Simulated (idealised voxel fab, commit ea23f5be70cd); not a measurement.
The process module that follows is named voxel self aligned contacts.
Cross-section cut: width 255 nm, square cells of 5 nm.
Heads up, the way a cross-section reads in here is a grid of square cells, handed over as bands from the top down, with every band being one or more rows of cells.
Heights first: top, then bottom, in nm. Then materials, left to right, each with a width in nm. "everywhere" on a single material: fills the band edge to edge. "blank": empty space.
Height datum 0, below which the as-received substrate wafer is one material. Lowest band open at the bottom, running downward: "z 0 and below".
Width spec "30..40" -> top row of cells at first value, bottom row at second value, equal per-row change in between.
It should be understood that the words "remained the same", when stated for a given step, signify that the cross-section underwent no change in any of its cells during that step.
In the "Sealed voids" entry, you get each enclosed empty space of 8 cells or more, one with no open way to the top, written width x height at distance, distance from the left edge, in nm.
Step line, after settings: the simulator's comment on this step.
overlay nm, on a step with a mask: how far to the right of its planned place the mask lay; to the left if negative

## Below is the list of planned process steps
1) RECEIVE (material Si)
2) OXIDIZE (depth nm 5)
3) DIRECTIONAL_DEP (material polySi; thk nm 20)
4) DIRECTIONAL_DEP (material SiN; thk nm 20)
5) DIRECTIONAL_DEP (material aC; thk nm 10)
6) PATTERN (tone cover; mask id GATE; material resist; width nm 35; pitch nm 60; thk nm 30; overlay nm 0)
7) DIRECTIONAL_ETCH (etch materials aC; depth nm 10)
8) STRIP (etch materials resist)
9) DIRECTIONAL_ETCH (etch materials SiN; depth nm 20)
10) DIRECTIONAL_ETCH (etch materials polySi; depth nm 20)
11) STRIP (etch materials aC)
12) CONFORMAL_DEP (material SiN; thk nm 5)
13) DIRECTIONAL_ETCH (etch materials SiN; depth nm 5)
14) FILL_DEP (material SiO2; thk nm 15)
15) CMP (height nm 45)
16) DIRECTIONAL_DEP (material aC; thk nm 10)
17) PATTERN (tone open; mask id CONTACT; material resist; width nm 35; pitch nm 60; thk nm 25; overlay nm 0)
18) DIRECTIONAL_ETCH (etch materials aC; depth nm 10)
19) STRIP (etch materials resist)
20) DIRECTIONAL_ETCH (etch materials SiO2; depth nm 50)
21) STRIP (etch materials aC)
22) CONFORMAL_DEP (material TiN; thk nm 5)
23) FILL_DEP (material W; thk nm 10)
24) CMP (height nm 45)
25) CONFORMAL_DEP (material SiCN; thk nm 5)

## This is the cross-section of the wafer as we received it, i.e. after step 1
* z 0 and below | Si everywhere
* Sealed voids: none

## The plan above was carried out on the starting structure above with one mistake, and this cross-section shows the wafer at the end of the module
* z 50 to 45 | SiCN everywhere
* z 45 to 40 | 80 SiO2 | 15 TiN | 5 W | 15 TiN | 25 SiO2 | 15 TiN | 5 W | 15 TiN | 80 SiO2
* z 40 to 20 | 45 SiO2 | 45 SiN | 5 TiN | 5 W | 5 TiN | 45 SiN | 5 TiN | 5 W | 5 TiN | 45 SiN | 45 SiO2
* z 20 to 15 | 90 SiO2 | 15 TiN | 45 SiO2 | 15 TiN | 90 SiO2
* z 15 to 0 | polySi everywhere
* z 0 and below | Si everywhere
* Sealed voids: none
Against the plan, the run slipped here: step 3 occupied the plan position of step 2, and the converse holds as well
